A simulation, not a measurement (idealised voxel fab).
process module | voxel local oxidation
cross-section cut | 275 nm wide | cells 5 nm
A cross-section is a grid of square cells, given in bands from the top down. A band is one or more rows of cells.
Each band's line starts with the height of the band's top and of its bottom, in nm. Then come its materials from left to right, each with its width in nm. One material with "throughout" fills the band from edge to edge. "air" is empty space.
Height 0 is the level under which the wafer as received is all one material. The lowest band goes on downwards, as in "0 down".
A width such as "30 to 40" changes by the same amount from each row of cells to the next, from the band's top row to its bottom row.
"no change" after a step means that no cell of the cross-section changed.
closed voids: empty space of 8 cells or more with no open way to the top, each as width x height at its distance from the left edge, in nm
after a step's settings: what the simulator itself notes on the step
overlay nm, on a step with a mask: how far to the right of its planned place the mask lay; to the left if negative
plan
1 op RECEIVE | material Si
2 op CONFORMAL_DEP | material SiO2 | thk nm 5
3 op CONFORMAL_DEP | material SiN | thk nm 15
4 op PATTERN | tone cover | mask id ACTIVE | material resist | width nm 95 | pitch nm 130 | thk nm 20 | overlay nm 0
5 op DIRECTIONAL_ETCH | etch materials SiN | depth nm 15
6 op STRIP | etch materials resist
7 op SELECTIVE_ETCH | etch materials SiO2 | depth nm 5
8 op OXIDIZE | depth nm 15
9 op STRIP | etch materials SiN
first wafer, as planned
as received, after step 1
  0 down: Si throughout
  closed voids: none
after step 2
  5 to 0: SiO2 throughout
  below 0: unchanged
after step 3
  20 to 5: SiN throughout
  below 5: unchanged
after step 4
  40 to 20: air 25 | resist 95 | air 35 | resist 95 | air 25
  below 20: unchanged
after step 5
  40 to 20: air 25 | resist 95 | air 35 | resist 95 | air 25
  20 to 5: air 25 | SiN 95 | air 35 | SiN 95 | air 25
  below 5: unchanged
after step 6
  20 to 5: air 25 | SiN 95 | air 35 | SiN 95 | air 25
  below 5: unchanged
after step 7
  20 to 5: air 25 | SiN 95 | air 35 | SiN 95 | air 25
  5 to 0: air 30 | SiO2 85 | air 45 | SiO2 85 | air 30
  below 0: unchanged
after step 8
  20 to 5: air 25 | SiN 95 | air 35 | SiN 95 | air 25
  5 to 0: air 30 | SiO2 85 | air 45 | SiO2 85 | air 30
  0 to -15: SiO2 45 | Si 55 | SiO2 75 | Si 55 | SiO2 45
  below -15: unchanged
after step 9
  5 to 0: air 30 | SiO2 85 | air 45 | SiO2 85 | air 30
  below 0: unchanged
second wafer: like start, like plan, one mistake. Through step 3 it matches the first wafer
when step 4 should have ended
  40 to 20: air 25 | resist 100 | air 30 | resist 100 | air 20
  below 20: unchanged
when step 5 should have ended
  40 to 20: air 25 | resist 100 | air 30 | resist 100 | air 20
  20 to 5: air 25 | SiN 100 | air 30 | SiN 100 | air 20
  below 5: unchanged
when step 6 should have ended
  20 to 5: air 25 | SiN 100 | air 30 | SiN 100 | air 20
  below 5: unchanged
when step 7 should have ended
  20 to 5: air 25 | SiN 100 | air 30 | SiN 100 | air 20
  5 to 0: air 30 | SiO2 90 | air 40 | SiO2 90 | air 25
  below 0: unchanged
when step 8 should have ended
  20 to 5: air 25 | SiN 100 | air 30 | SiN 100 | air 20
  5 to 0: air 30 | SiO2 90 | air 40 | SiO2 90 | air 25
  0 to -15: SiO2 45 | Si 60 | SiO2 70 | Si 60 | SiO2 40
  below -15: unchanged
when step 9 should have ended
  5 to 0: air 30 | SiO2 90 | air 40 | SiO2 90 | air 25
  below 0: unchanged
what went wrong: step 4 ran as: op PATTERN | tone cover | mask id ACTIVE | material resist | width nm 100 | pitch nm 130 | thk nm 20 | overlay nm 0
at the end the second wafer has, in cells: 6 more of Si | 4 fewer of SiO2
